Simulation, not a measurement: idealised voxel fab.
process module | voxel wiring stack
cross-section cut | 275 nm wide | cells 5 nm
A cross-section is a grid of square cells, given in bands from the top down. A band is one or more rows of cells.
Each band's line starts with the height of the band's top and of its bottom, in nm. Then come its materials from left to right, each with its width in nm. One material with "throughout" fills the band from edge to edge. "air" is empty space.
Height 0 is the level under which the wafer as received is all one material. The lowest band goes on downwards, as in "0 down".
A width such as "30 to 40" changes by the same amount from each row of cells to the next, from the band's top row to its bottom row.
"no change" after a step means that no cell of the cross-section changed.
closed voids: empty space of 8 cells or more with no open way to the top, each as width x height at its distance from the left edge, in nm
after a step's settings: what the simulator itself notes on the step
overlay nm, on a step with a mask: how far to the right of its planned place the mask lay; to the left if negative
plan
1 op RECEIVE | material Si
2 op CONFORMAL_DEP | material SiO2 | thk nm 15
3 op CONFORMAL_DEP | material SiCN | thk nm 5
4 op DIRECTIONAL_DEP | material lowk | thk nm 20
5 op MASKED_ETCH | tone open | mask id METAL_1 | width nm 30 | pitch nm 55 | etch materials lowk | depth nm 20 | overlay nm 0
6 op MASKED_ETCH | tone open | mask id METAL_1 | width nm 30 | pitch nm 55 | etch materials SiCN | depth nm 5 | overlay nm 0
7 op CONFORMAL_DEP | material TiN | thk nm 5
8 op FILL_DEP | material Ru | thk nm 5
9 op CMP | height nm 40
10 op CONFORMAL_DEP | material SiCN | thk nm 5
11 op DIRECTIONAL_DEP | material lowk | thk nm 25
12 op DIRECTIONAL_DEP | material aC | thk nm 10
13 op PATTERN | tone open | mask id METAL_2 | material resist | width nm 30 | pitch nm 55 | thk nm 25 | overlay nm 0
14 op DIRECTIONAL_ETCH | etch materials aC | depth nm 10
15 op STRIP | etch materials resist
16 op DIRECTIONAL_ETCH | etch materials lowk | depth nm 15
17 op STRIP | etch materials aC
18 op DIRECTIONAL_DEP | material aC | thk nm 15
19 op PATTERN | tone open | mask id METAL_2_HOLES | material resist | width nm 15 | pitch nm 55 | thk nm 30 | overlay nm 0
20 op DIRECTIONAL_ETCH | etch materials aC | depth nm 15
21 op STRIP | etch materials resist
22 op DIRECTIONAL_ETCH | etch materials lowk | depth nm 10
23 op DIRECTIONAL_ETCH | etch materials SiCN | depth nm 5
24 op STRIP | etch materials aC
25 op CONFORMAL_DEP | material TiN | thk nm 5
26 op FILL_DEP | material Cu | thk nm 10
27 op CMP | height nm 70
28 op CONFORMAL_DEP | material SiCN | thk nm 5
as received, after step 1
  0 down: Si throughout
  closed voids: none
a wafer at the end: this start, this plan, one mistake
  75 to 70: SiCN throughout
  70 to 60: lowk 40 | TiN 5 | Cu 20 | TiN 5 | lowk 25 | TiN 5 | Cu 20 | TiN 5 | lowk 25 | TiN 5 | Cu 20 | TiN 5 | lowk 25 | TiN 5 | Cu 20 | TiN 5 | lowk 40
  60 to 55: lowk 40 | TiN 5 | Cu 5 | TiN 20 | lowk 25 | TiN 5 | Cu 5 | TiN 20 | lowk 25 | TiN 5 | Cu 5 | TiN 20 | lowk 25 | TiN 5 | Cu 5 | TiN 20 | lowk 40
  55 to 45: lowk 40 | TiN 5 | Cu 5 | TiN 5 | lowk 40 | TiN 5 | Cu 5 | TiN 5 | lowk 40 | TiN 5 | Cu 5 | TiN 5 | lowk 40 | TiN 5 | Cu 5 | TiN 5 | lowk 55
  45 to 40: SiCN 40 | TiN 15 | SiCN 40 | TiN 15 | SiCN 40 | TiN 15 | SiCN 40 | TiN 15 | SiCN 55
  40 to 35: TiN 45 | Ru 20 | TiN 35 | Ru 20 | TiN 35 | Ru 20 | TiN 35 | Ru 20 | TiN 45
  35 to 20: lowk 40 | TiN 5 | Ru 20 | TiN 5 | lowk 25 | TiN 5 | Ru 20 | TiN 5 | lowk 25 | TiN 5 | Ru 20 | TiN 5 | lowk 25 | TiN 5 | Ru 20 | TiN 5 | lowk 40
  20 to 15: lowk 40 | TiN 30 | lowk 25 | TiN 30 | lowk 25 | TiN 30 | lowk 25 | TiN 30 | lowk 40
  15 to 0: SiO2 throughout
  0 down: Si throughout
  closed voids: none
what went wrong: step 3 was left out
